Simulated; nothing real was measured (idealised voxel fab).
Module name: voxel tone inversion (process module)
Section cut is 190 nm wide and gridded with 5 nm square cells.
Cross-section = grid of square cells, listed top down in bands; band = one or more rows.
Per band: top height and bottom height in nm, followed by the left-to-right materials and their widths in nm; "full width" marks a single material spanning edge to edge, "empty" marks empty space.
Below 0: as-received wafer, all one material; heights counted from there. Lowest band: no bottom, goes on down, written "z 0 and below".
A width given as "30..40" starts at the first number in the band's top row and ends at the second number in its bottom row, shifting by an equal amount at every step from row to row.
Any step labelled "everything unchanged" changed none of the cells in the cross-section.
The list in "Fully sealed voids" covers empty spaces of 8 cells or more that cannot reach the top through any open way, and it gives each as width x height at distance; the distance is from the left edge, and width, height and distance are in nm.
Step line, after settings: the simulator's comment on this step.
"overlay nm", when on a step's line for a step with a mask, measures how far to the right of its planned place the mask lay; a negative measure means to the left.
# The process steps that were planned are listed below
| 1 | op RECEIVE | material Si |
| 2 | op CONFORMAL_DEP | material SiN | thk nm 5 |
| 3 | op DIRECTIONAL_DEP | material polySi | thk nm 25 |
| 4 | op PATTERN | tone cover | mask id POSTS | material resist | width nm 15 | pitch nm 30 | thk nm 30 | overlay nm 0 |
| 5 | op DIRECTIONAL_ETCH | etch materials polySi | depth nm 25 |
| 6 | op STRIP | etch materials resist |
| 7 | op FILL_DEP | material SiO2 | thk nm 10 |
| 8 | op CMP | height nm 35 |
| 9 | op STRIP | etch materials polySi |
| 10 | op CONFORMAL_DEP | material TiN | thk nm 5 |
| 11 | op FILL_DEP | material W | thk nm 5 |
| 12 | op CMP | height nm 35 |
| 13 | op CONFORMAL_DEP | material SiN | thk nm 5 |
Wafer-to-wafer difference: thk nm, step 2. Common start. Plan = first wafer's value.
# Cross-sectional view of the first of several wafers in the as-received condition, corresponding to the state following step 1
	z 0 and below: Si full width
	Fully sealed voids: none
# Shown in cross-section: the first of several wafers at the end of the module, after its last step, step 13
	z 40 to 35: SiN full width
	z 35 to 30: SiO2 full width
	z 30 to 5: SiO2=55 | polySi=15 | SiO2=15 | polySi=15 | SiO2=15 | polySi=15 | SiO2=60
	z 5 to 0: SiN full width
	z 0 and below: Si full width
	Fully sealed voids: none
# So this is the cross-section on the last wafer at the end of the module
	z 40 to 35: SiN full width
	z 35 to 30: SiO2=55 | TiN=5 | W=5 | TiN=5 | SiO2=15 | TiN=5 | W=5 | TiN=5 | SiO2=15 | TiN=5 | W=5 | TiN=5 | SiO2=60
	z 30 to 25: SiO2=55 | TiN=15 | SiO2=15 | TiN=15 | SiO2=15 | TiN=15 | SiO2=60
	z 25 to 0: SiN full width
	z 0 and below: Si full width
	Fully sealed voids: none
# wafer rows; end of module; cells per material since receipt: (+) gained, (-) lost; then closed voids
thk nm 5 | +76 SiN | +183 SiO2 | +45 polySi | Fully sealed voids: none
thk nm 10 | +114 SiN | +145 SiO2 | +33 TiN | +12 W | Fully sealed voids: none
thk nm 15 | +152 SiN | +116 SiO2 | +27 TiN | +9 W | Fully sealed voids: none
thk nm 20 | +190 SiN | +87 SiO2 | +21 TiN | +6 W | Fully sealed voids: none
thk nm 25 | +228 SiN | +58 SiO2 | +15 TiN | +3 W | Fully sealed voids: none
